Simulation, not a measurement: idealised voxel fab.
Title: Process Module voxel trench capacitor
cross-section cut | 165 nm wide | cells 5 nm
A cross-section is a grid of square cells, given in bands from the top down. A band is one or more rows of cells. For a band, the entry starts with two heights in nm, that of the top and then that of the bottom, and carries on with the band's materials in order from left to right, each alongside its width in nm; the word "full width" beside a single material means it fills the band edge to edge, and "blank" means empty space. The reference from which all heights are counted is 0, the level beneath which the as-received wafer is entirely one material; the lowest band, having no lower bound, proceeds downward and is written after the example "0 nm and below". With a width like "30..40", each row of cells in the band differs from the next by the same amount, the top row carrying the first number and the bottom row the second. A step reported as "everything unchanged" is a step in which no cell of the cross-section changed. The list in "Sealed void list" covers empty spaces of 8 cells or more that cannot reach the top through any open way, and it gives each as width x height at distance; the distance is from the left edge, and width, height and distance are in nm. Step line, after settings: the simulator's comment on this step. "overlay nm" denotes, for a step that has a mask, the displacement of the mask to the right of its planned place, with negative values corresponding to the left.

## Process steps (planned)
1) RECEIVE [material Si]
2) CONFORMAL_DEP [material SiN] [thk nm 10]
3) MASKED_ETCH [tone open] [mask id TRENCH] [width nm 30] [pitch nm 60] [etch materials SiN] [depth nm 10] [overlay nm 0]
4) MASKED_ETCH [tone open] [mask id TRENCH] [width nm 30] [pitch nm 60] [etch materials Si] [depth nm 35] [overlay nm 0]
5) CONFORMAL_DEP [material Al2O3] [thk nm 5]
6) CONFORMAL_DEP [material TiN] [thk nm 5]
7) FILL_DEP [material W] [thk nm 10]
8) CMP [height nm 10]
Quick note for whoever runs this: the wafers start identical, but the thk nm at step 5 isn't the same across them. The plan just shows what the first wafer had.

## Cross-section of the first of several wafers as received (after step 1)
	0 nm and below  Si full width
	Sealed void list: none

## The figure below presents a cross-section of the first of several wafers at the conclusion of the module, following its last step, step 8
	10 nm to 0 nm  SiN 35 nm  Al2O3 5 nm  TiN 5 nm  W 10 nm  TiN 5 nm  Al2O3 5 nm  SiN 30 nm  Al2O3 5 nm  TiN 5 nm  W 10 nm  TiN 5 nm  Al2O3 5 nm  SiN 40 nm
	0 nm to -25 nm  Si 35 nm  Al2O3 5 nm  TiN 5 nm  W 10 nm  TiN 5 nm  Al2O3 5 nm  Si 30 nm  Al2O3 5 nm  TiN 5 nm  W 10 nm  TiN 5 nm  Al2O3 5 nm  Si 40 nm
	-25 nm to -30 nm  Si 35 nm  Al2O3 5 nm  TiN 20 nm  Al2O3 5 nm  Si 30 nm  Al2O3 5 nm  TiN 20 nm  Al2O3 5 nm  Si 40 nm
	-30 nm to -35 nm  Si 35 nm  Al2O3 30 nm  Si 30 nm  Al2O3 30 nm  Si 40 nm
	-35 nm and below  Si full width
	Sealed void list: none

## Cross-section of the last wafer at end of module
	10 nm to 0 nm  SiN 35 nm  Al2O3 30 nm  SiN 30 nm  Al2O3 30 nm  SiN 40 nm
	0 nm to -35 nm  Si 35 nm  Al2O3 30 nm  Si 30 nm  Al2O3 30 nm  Si 40 nm
	-35 nm and below  Si full width
	Sealed void list: none

## Quick key for the table: a row per wafer, taken at the end of the module. For each material it tells you how many cells the wafer gained (+) or lost (-) since it came in, and the closed voids come after
thk nm 5 | +44 Al2O3 | -84 Si | +42 SiN | +36 TiN | +28 W | Sealed void list: none
thk nm 10 | +80 Al2O3 | -84 Si | +42 SiN | +28 TiN | Sealed void list: none
thk nm 15 | +108 Al2O3 | -84 Si | +42 SiN | Sealed void list: none
thk nm 20 | +108 Al2O3 | -84 Si | +42 SiN | Sealed void list: none
